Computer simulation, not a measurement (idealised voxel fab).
process module | voxel capacitor over wiring
cross-section cut | 210 nm wide | cells 5 nm
A cross-section is a grid of square cells, given in bands from the top down. A band is one or more rows of cells.
Each band's line starts with the height of the band's top and of its bottom, in nm. Then come its materials from left to right, each with its width in nm. One material with "throughout" fills the band from edge to edge. "air" is empty space.
Height 0 is the level under which the wafer as received is all one material. The lowest band goes on downwards, as in "0 down".
A width such as "30 to 40" changes by the same amount from each row of cells to the next, from the band's top row to its bottom row.
"no change" after a step means that no cell of the cross-section changed.
closed voids: empty space of 8 cells or more with no open way to the top, each as width x height at its distance from the left edge, in nm
after a step's settings: what the simulator itself notes on the step
overlay nm, on a step with a mask: how far to the right of its planned place the mask lay; to the left if negative
plan
1 op RECEIVE | material Si
2 op CONFORMAL_DEP | material SiO2 | thk nm 15
3 op CONFORMAL_DEP | material SiCN | thk nm 5
4 op DIRECTIONAL_DEP | material SiO2 | thk nm 20
5 op PATTERN | tone open | mask id METAL_1 | material resist | width nm 20 | pitch nm 80 | thk nm 15 | overlay nm 0
6 op DIRECTIONAL_ETCH | etch materials SiO2 | depth nm 20
7 op DIRECTIONAL_ETCH | etch materials SiCN | depth nm 5
8 op STRIP | etch materials resist
9 op CONFORMAL_DEP | material TiN | thk nm 5
10 op FILL_DEP | material W | thk nm 10
11 op CMP | height nm 40
12 op EPI | material Ru | thk nm 5
13 op FILL_DEP | material SiCN | thk nm 5
14 op DIRECTIONAL_DEP | material lowk | thk nm 15
15 op MASKED_ETCH | tone open | mask id PLUG_1 | width nm 15 | etch materials lowk | depth nm 15 | overlay nm 0
16 op MASKED_ETCH | tone open | mask id PLUG_1 | width nm 15 | etch materials SiCN | depth nm 5 | overlay nm 0
17 op EPI | material Ru | thk nm 10
18 op EPI | material Ru | thk nm 10
19 op DIRECTIONAL_DEP | material TiN | thk nm 5
20 op DIRECTIONAL_DEP | material HfO2 | thk nm 5
21 op DIRECTIONAL_DEP | material TiN | thk nm 5
22 op PATTERN | tone cover | mask id UPPER_PLATE | material resist | width nm 65 | thk nm 20 | overlay nm 0
23 op DIRECTIONAL_ETCH | etch materials TiN | depth nm 5
24 op DIRECTIONAL_ETCH | etch materials HfO2 | depth nm 5
25 op STRIP | etch materials resist
26 op MASKED_ETCH | tone cover | mask id LOWER_PLATE | width nm 75 | etch materials TiN | depth nm 5 | overlay nm 0
27 op FILL_DEP | material SiO2 | thk nm 20
28 op CMP | height nm 95
29 op PATTERN | tone open | mask id PLUG_2 | material resist | width nm 15 | thk nm 20 | overlay nm 0
30 op DIRECTIONAL_ETCH | etch materials SiO2 | depth nm 15
31 op STRIP | etch materials resist
32 op CONFORMAL_DEP | material TiN | thk nm 5
33 op FILL_DEP | material Cu | thk nm 10
34 op CMP | height nm 95
35 op CONFORMAL_DEP | material SiN | thk nm 5
as received, after step 1
  0 down: Si throughout
  closed voids: none
a wafer at the end: this start, this plan, one mistake
  100 to 95: SiN throughout
  95 to 85: SiO2 70 | TiN 5 | Cu 5 | TiN 5 | SiO2 125
  85 to 75: SiO2 70 to 60 | TiN 15 to 65 | SiO2 125 to 85
  75 to 70: SiO2 60 | HfO2 65 | SiO2 85
  70 to 65: SiO2 55 | TiN 75 | SiO2 80
  65 to 50: lowk 60 | Ru 15 | lowk 135
  50 to 45: SiCN 60 | Ru 15 | SiCN 135
  45 to 40: SiCN 50 | Ru 30 | SiCN 50 | Ru 30 | SiCN 50
  40 to 25: SiO2 55 | TiN 5 | W 10 | TiN 5 | SiO2 60 | TiN 5 | W 10 | TiN 5 | SiO2 55
  25 to 20: SiO2 55 | TiN 20 | SiO2 60 | TiN 20 | SiO2 55
  20 to 5: SiO2 throughout
  5 to 0: SiCN throughout
  0 down: Si throughout
  closed voids: none
what went wrong: steps 2 and 3 were swapped
